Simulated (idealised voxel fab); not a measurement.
Process module heading - voxel self aligned contacts
For reference, the cross-section in this document is cut, with width 290 nm and square cells of 5 nm.
Throughout this document, each cross-section is represented as a grid of square cells and is presented as a sequence of bands enumerated from the top downward, where a band comprises one or more rows of cells. This entry defines a band. It first specifies the height of the band's top and the height of its bottom in nm, and then specifies the band's materials from left to right, stating each material with its width in nm. The word "edge to edge" identifies a single material that fills the band from edge to edge, while the word "blank" identifies empty space. Where do heights start? At 0: under that level the wafer as delivered is made of one material only. And the lowest band has no floor; it just carries on downward, as in "0 nm and below". Note: "30..40" means the width goes from the first number (top row of the band) to the second number (bottom row) in equal steps per row of cells. "no alterations made" after a step means that no cell of the cross-section changed. The entry "Enclosed void listing" lists the empty spaces that cover at least 8 cells and have no open path to the top. Each is written as width x height at distance, where the distance is measured from the left edge and all three values are in nm. Post-settings text on a step line: simulator's own remark regarding the step. "overlay nm" on a masked step: distance the mask lay right of its planned place, negative for left.

# List of planned process steps
1. RECEIVE: material Si
2. CONFORMAL_DEP: material SiO2, thk nm 5
3. DIRECTIONAL_DEP: material polySi, thk nm 25
4. DIRECTIONAL_DEP: material SiN, thk nm 25
5. PATTERN: tone cover, mask id GATE, material resist, width nm 25, pitch nm 60, thk nm 15, overlay nm 0
6. DIRECTIONAL_ETCH: etch materials SiN, depth nm 25
7. DIRECTIONAL_ETCH: etch materials polySi, depth nm 25
8. STRIP: etch materials resist
9. CONFORMAL_DEP: material SiN, thk nm 10
10. DIRECTIONAL_ETCH: etch materials SiN, depth nm 10
11. FILL_DEP: material SiO2, thk nm 15
12. CMP: height nm 65
13. DIRECTIONAL_DEP: material aC, thk nm 10
14. PATTERN: tone open, mask id CONTACT, material resist, width nm 45, pitch nm 60, thk nm 30, overlay nm 0
15. DIRECTIONAL_ETCH: etch materials aC, depth nm 10
16. STRIP: etch materials resist
17. DIRECTIONAL_ETCH: etch materials SiO2, depth nm 65
18. STRIP: etch materials aC
19. CONFORMAL_DEP: material TiN, thk nm 5
20. FILL_DEP: material W, thk nm 10
21. CMP: height nm 65
22. CONFORMAL_DEP: material SiCN, thk nm 5

# Here's what the wafer looked like in cross-section when it arrived - that's after step 1
	0 nm and below: Si edge to edge
	Enclosed void listing: none

# The first of the two wafers as seen in cross-section once the module was finished; processing followed the plan
	70 nm to 65 nm: SiCN edge to edge
	65 nm to 55 nm: 90 of SiO2 | 5..20 of TiN | 35..5 of W | 5..20 of TiN | 15 of SiO2 | 5..20 of TiN | 35..5 of W | 5..20 of TiN | 95 of SiO2
	55 nm to 30 nm: 60 of SiO2 | 45 of SiN | 5 of TiN | 5 of W | 5 of TiN | 45 of SiN | 5 of TiN | 5 of W | 5 of TiN | 45 of SiN | 65 of SiO2
	30 nm to 5 nm: 60 of SiO2 | 10 of SiN | 25 of polySi | 10 of SiN | 5 of TiN | 5 of W | 5 of TiN | 10 of SiN | 25 of polySi | 10 of SiN | 5 of TiN | 5 of W | 5 of TiN | 10 of SiN | 25 of polySi | 10 of SiN | 65 of SiO2
	5 nm to 0 nm: 105 of SiO2 | 15 of TiN | 45 of SiO2 | 15 of TiN | 110 of SiO2
	0 nm and below: Si edge to edge
	Enclosed void listing: none

# This cross-section belongs to the second wafer of two at the end of the module; the start and the plan were shared with the first, and the run included one mistake
	80 nm to 75 nm: SiCN edge to edge
	75 nm to 70 nm: W edge to edge
	70 nm to 65 nm: 95 of TiN | 35 of W | 25 of TiN | 35 of W | 100 of TiN
	65 nm to 55 nm: 90 of SiO2 | 5..20 of TiN | 35..5 of W | 5..20 of TiN | 15 of SiO2 | 5..20 of TiN | 35..5 of W | 5..20 of TiN | 95 of SiO2
	55 nm to 30 nm: 60 of SiO2 | 45 of SiN | 5 of TiN | 5 of W | 5 of TiN | 45 of SiN | 5 of TiN | 5 of W | 5 of TiN | 45 of SiN | 65 of SiO2
	30 nm to 5 nm: 60 of SiO2 | 10 of SiN | 25 of polySi | 10 of SiN | 5 of TiN | 5 of W | 5 of TiN | 10 of SiN | 25 of polySi | 10 of SiN | 5 of TiN | 5 of W | 5 of TiN | 10 of SiN | 25 of polySi | 10 of SiN | 65 of SiO2
	5 nm to 0 nm: 105 of SiO2 | 15 of TiN | 45 of SiO2 | 15 of TiN | 110 of SiO2
	0 nm and below: Si edge to edge
	Enclosed void listing: none
Plan not followed: step 21 off recipe, ran as CMP: height nm 75
Looking at both finished wafers in cells, the second ends up ahead of or behind the first on some materials: TiN +44; W +72
